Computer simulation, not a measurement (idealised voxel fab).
The document below concerns the process module designated voxel wiring stack.
The cross-section shown here is cut; it is 155 nm wide and divided into square cells measuring 5 nm on a side.
Throughout this document, each cross-section is represented as a grid of square cells and is presented as a sequence of bands enumerated from the top downward, where a band comprises one or more rows of cells. What a band's entry tells you: where the top is and where the bottom is, as heights in nm, and after that what lies inside, material by material from left to right, each with its width in nm. Empty space is written as the word "blank", and a single material marked with the word "full width" occupies the band from edge to edge. A quick word on heights: they are counted from 0, and under that level the wafer as it came to us is one material throughout. The lowest band is different from the rest in having no bottom; it simply continues downward, written as in "0 down". A two-number width, for instance "30..40", indicates that the width is equal to the first number in the top row of the band and to the second number in the bottom row, and that it changes by a constant amount per row of cells. "no alterations made" -> step changed no cross-section cell. "Closed void listing" lists enclosed empty spaces (at least 8 cells, no open path upward to the top), each as width x height at distance from the left edge, in nm. Post-settings text on a step line: simulator's own remark regarding the step. Steps that use a mask can have "overlay nm" on their line. It says how far the mask sat to the right of where it was meant to be. Negative means to the left.

# Here's what the planned process steps look like
1: RECEIVE [material Si]
2: CONFORMAL_DEP [material SiO2] [thk nm 15]
3: CONFORMAL_DEP [material SiCN] [thk nm 5]
4: DIRECTIONAL_DEP [material lowk] [thk nm 20]
5: PATTERN [tone open] [mask id METAL_1] [material resist] [width nm 20] [pitch nm 40] [thk nm 20] [overlay nm 0]
6: DIRECTIONAL_ETCH [etch materials lowk] [depth nm 20]
7: DIRECTIONAL_ETCH [etch materials SiCN] [depth nm 5]
8: STRIP [etch materials resist]
9: CONFORMAL_DEP [material TiN] [thk nm 5]
10: FILL_DEP [material W] [thk nm 10]
11: CMP [height nm 40]
12: CONFORMAL_DEP [material SiCN] [thk nm 5]
13: DIRECTIONAL_DEP [material lowk] [thk nm 15]
14: MASKED_ETCH [tone open] [mask id PLUG_1] [width nm 15] [pitch nm 40] [etch materials lowk] [depth nm 15] [overlay nm 0]
15: MASKED_ETCH [tone open] [mask id PLUG_1] [width nm 15] [pitch nm 40] [etch materials SiCN] [depth nm 5] [overlay nm 0]
16: EPI [material Ru] [thk nm 10]
17: EPI [material Ru] [thk nm 10]
18: CONFORMAL_DEP [material SiCN] [thk nm 5]
19: DIRECTIONAL_DEP [material SiO2] [thk nm 25]
20: DIRECTIONAL_DEP [material aC] [thk nm 10]
21: PATTERN [tone open] [mask id METAL_2] [material resist] [width nm 20] [pitch nm 40] [thk nm 25] [overlay nm 0]
22: DIRECTIONAL_ETCH [etch materials aC] [depth nm 10]
23: STRIP [etch materials resist]
24: DIRECTIONAL_ETCH [etch materials SiO2] [depth nm 25]
25: DIRECTIONAL_ETCH [etch materials SiCN] [depth nm 5]
26: STRIP [etch materials aC]
27: CONFORMAL_DEP [material TiN] [thk nm 5]
28: FILL_DEP [material W] [thk nm 10]
29: CMP [height nm 90]
30: CONFORMAL_DEP [material SiCN] [thk nm 5]
31: DIRECTIONAL_DEP [material SiO2] [thk nm 15]
32: MASKED_ETCH [tone open] [mask id PLUG_2] [width nm 15] [pitch nm 40] [etch materials SiO2] [depth nm 15] [overlay nm 0]
33: MASKED_ETCH [tone open] [mask id PLUG_2] [width nm 15] [pitch nm 40] [etch materials SiCN] [depth nm 5] [overlay nm 0]
34: EPI [material Ru] [thk nm 10]
35: EPI [material Ru] [thk nm 10]
36: CONFORMAL_DEP [material SiCN] [thk nm 5]
37: DIRECTIONAL_DEP [material lowk] [thk nm 15]
38: DIRECTIONAL_DEP [material aC] [thk nm 10]
39: PATTERN [tone open] [mask id METAL_3] [material resist] [width nm 20] [pitch nm 40] [thk nm 30] [overlay nm 0]
40: DIRECTIONAL_ETCH [etch materials aC] [depth nm 10]
41: STRIP [etch materials resist]
42: DIRECTIONAL_ETCH [etch materials lowk] [depth nm 15]
43: DIRECTIONAL_ETCH [etch materials SiCN] [depth nm 5]
44: STRIP [etch materials aC]
45: CONFORMAL_DEP [material TiN] [thk nm 5]
46: FILL_DEP [material Cu] [thk nm 5]
47: CMP [height nm 130]
48: EPI [material Ru] [thk nm 5]
49: FILL_DEP [material SiCN] [thk nm 5]

# Received-state cross-section, reflecting completion of step 1
  0 down | Si full width
  Closed void listing: none

# The module was run from the start shown above using the plan shown above, but one mistake was made doing it; the resulting wafer cross-section is below
  140 to 135 | SiCN full width
  135 to 130 | SiCN (20); Ru (30); SiCN (10); Ru (30); SiCN (10); Ru (30); SiCN (25)
  130 to 125 | lowk (25); TiN (5); Cu (10); TiN (5); lowk (20); TiN (5); Cu (10); TiN (5); lowk (20); TiN (5); Cu (10); TiN (5); lowk (30)
  125 to 120 | SiCN (25); TiN (20); SiCN (20); TiN (20); SiCN (20); TiN (20); SiCN (30)
  120 to 110 | SiCN full width
  110 to 95 | SiO2 (25); Ru (15); SiO2 (25); Ru (15); SiO2 (25); Ru (15); SiO2 (35)
  95 to 90 | SiCN (25); Ru (15); SiCN (25); Ru (15); SiCN (25); Ru (15); SiCN (35)
  90 to 65 | SiO2 (25); TiN (5); W (10); TiN (5); SiO2 (20); TiN (5); W (10); TiN (5); SiO2 (20); TiN (5); W (10); TiN (5); SiO2 (30)
  65 to 60 | SiCN (25); TiN (20); SiCN (20); TiN (20); SiCN (20); TiN (20); SiCN (30)
  60 to 45 | lowk (25); Ru (15); lowk (25); Ru (15); lowk (25); Ru (15); lowk (35)
  45 to 40 | SiCN (25); Ru (15); SiCN (25); Ru (15); SiCN (25); Ru (15); SiCN (35)
  40 to 20 | lowk (25); TiN (5); W (10); TiN (5); lowk (20); TiN (5); W (10); TiN (5); lowk (20); TiN (5); W (10); TiN (5); lowk (30)
  20 to 15 | SiCN (25); TiN (20); SiCN (20); TiN (20); SiCN (20); TiN (20); SiCN (30)
  15 to 0 | SiO2 full width
  0 down | Si full width
  Closed void listing: none
Deviation noted in wafer processing: step 36: run off-plan, actual operation and settings CONFORMAL_DEP [material SiCN] [thk nm 15]
